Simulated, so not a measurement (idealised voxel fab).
process module | voxel capacitor over wiring
cross-section cut | 220 nm wide | cells 5 nm
A cross-section is a grid of square cells, given in bands from the top down. A band is one or more rows of cells.
Each band's line starts with the height of the band's top and of its bottom, in nm. Then come its materials from left to right, each with its width in nm. One material with "throughout" fills the band from edge to edge. "air" is empty space.
Height 0 is the level under which the wafer as received is all one material. The lowest band goes on downwards, as in "0 down".
A width such as "30 to 40" changes by the same amount from each row of cells to the next, from the band's top row to its bottom row.
"no change" after a step means that no cell of the cross-section changed.
closed voids: empty space of 8 cells or more with no open way to the top, each as width x height at its distance from the left edge, in nm
after a step's settings: what the simulator itself notes on the step
overlay nm, on a step with a mask: how far to the right of its planned place the mask lay; to the left if negative
plan
1 op RECEIVE | material Si
2 op CONFORMAL_DEP | material SiO2 | thk nm 10
3 op DIRECTIONAL_DEP | material TiN | thk nm 5
4 op DIRECTIONAL_DEP | material W | thk nm 15
5 op DIRECTIONAL_DEP | material aC | thk nm 10
6 op PATTERN | tone cover | mask id METAL_1 | material resist | width nm 20 | pitch nm 70 | thk nm 30 | overlay nm 0
7 op DIRECTIONAL_ETCH | etch materials aC | depth nm 10
8 op STRIP | etch materials resist
9 op DIRECTIONAL_ETCH | etch materials W | depth nm 15
10 op DIRECTIONAL_ETCH | etch materials TiN | depth nm 5
11 op STRIP | etch materials aC
12 op CONFORMAL_DEP | material SiCN | thk nm 5
13 op FILL_DEP | material SiO2 | thk nm 5
14 op CMP | height nm 30
15 op CONFORMAL_DEP | material SiCN | thk nm 5
16 op DIRECTIONAL_DEP | material SiO2 | thk nm 15
17 op MASKED_ETCH | tone open | mask id PLUG_1 | width nm 15 | etch materials SiO2 | depth nm 15 | overlay nm 0
18 op MASKED_ETCH | tone open | mask id PLUG_1 | width nm 15 | etch materials SiCN | depth nm 5 | overlay nm 0
19 op CONFORMAL_DEP | material TiN | thk nm 5
20 op FILL_DEP | material Ru | thk nm 5
21 op CMP | height nm 50
22 op DIRECTIONAL_DEP | material TiN | thk nm 10
23 op DIRECTIONAL_DEP | material HfO2 | thk nm 5
24 op DIRECTIONAL_DEP | material TiN | thk nm 5
25 op PATTERN | tone cover | mask id UPPER_PLATE | material resist | width nm 55 | thk nm 15 | overlay nm 0
26 op DIRECTIONAL_ETCH | etch materials TiN | depth nm 5
27 op DIRECTIONAL_ETCH | etch materials HfO2 | depth nm 5
28 op STRIP | etch materials resist
29 op DIRECTIONAL_DEP | material aC | thk nm 10
30 op PATTERN | tone cover | mask id LOWER_PLATE | material resist | width nm 65 | thk nm 25 | overlay nm 0
31 op DIRECTIONAL_ETCH | etch materials aC | depth nm 10
32 op STRIP | etch materials resist
33 op DIRECTIONAL_ETCH | etch materials TiN | depth nm 10
34 op STRIP | etch materials aC
35 op FILL_DEP | material SiO2 | thk nm 15
36 op CMP | height nm 80
37 op PATTERN | tone open | mask id PLUG_2 | material resist | width nm 15 | thk nm 20 | overlay nm 0
38 op DIRECTIONAL_ETCH | etch materials SiO2 | depth nm 10
39 op STRIP | etch materials resist
40 op CONFORMAL_DEP | material TiN | thk nm 5
41 op FILL_DEP | material Ru | thk nm 10
42 op CMP | height nm 80
43 op CONFORMAL_DEP | material SiN | thk nm 5
as received, after step 1
  0 down: Si throughout
  closed voids: none
first wafer at the end, as planned
  85 to 80: SiN throughout
  80 to 75: SiO2 80 | TiN 5 | Ru 5 | TiN 5 | SiO2 125
  75 to 65: SiO2 80 to 70 | TiN 15 to 55 | SiO2 125 to 95
  65 to 60: SiO2 70 | HfO2 55 | SiO2 95
  60 to 50: SiO2 65 | TiN 65 | SiO2 90
  50 to 35: SiO2 70 | TiN 5 | Ru 5 | TiN 5 | SiO2 135
  35 to 30: SiCN 70 | TiN 15 | SiCN 135
  30 to 15: SiO2 60 | SiCN 5 | W 20 | SiCN 5 | SiO2 40 | SiCN 5 | W 20 | SiCN 5 | SiO2 60
  15 to 10: SiCN 65 | TiN 20 | SiCN 50 | TiN 20 | SiCN 65
  10 to 0: SiO2 throughout
  0 down: Si throughout
  closed voids: none
second wafer at the end: like start, like plan, one mistake
  85 to 80: SiN throughout
  80 to 75: SiO2 80 | TiN 5 | Ru 5 | TiN 5 | SiO2 125
  75 to 65: SiO2 80 to 70 | TiN 15 to 55 | SiO2 125 to 95
  65 to 60: SiO2 70 | HfO2 55 | SiO2 95
  60 to 50: SiO2 65 | TiN 65 | SiO2 90
  50 to 40: SiO2 65 | TiN 5 | Ru 5 | TiN 5 | SiO2 140
  40 to 35: SiO2 65 | TiN 15 | SiO2 140
  35 to 30: SiCN 70 | TiN 10 | SiCN 140
  30 to 15: SiO2 60 | SiCN 5 | W 20 | SiCN 5 | SiO2 40 | SiCN 5 | W 20 | SiCN 5 | SiO2 60
  15 to 10: SiCN 65 | TiN 20 | SiCN 50 | TiN 20 | SiCN 65
  10 to 0: SiO2 throughout
  0 down: Si throughout
  closed voids: none
what went wrong: step 17 ran as: op MASKED_ETCH | tone open | mask id PLUG_1 | width nm 15 | etch materials SiO2 | depth nm 15 | overlay nm -5
at the end the second wafer has, in cells: 1 fewer of Ru | 1 more of SiCN
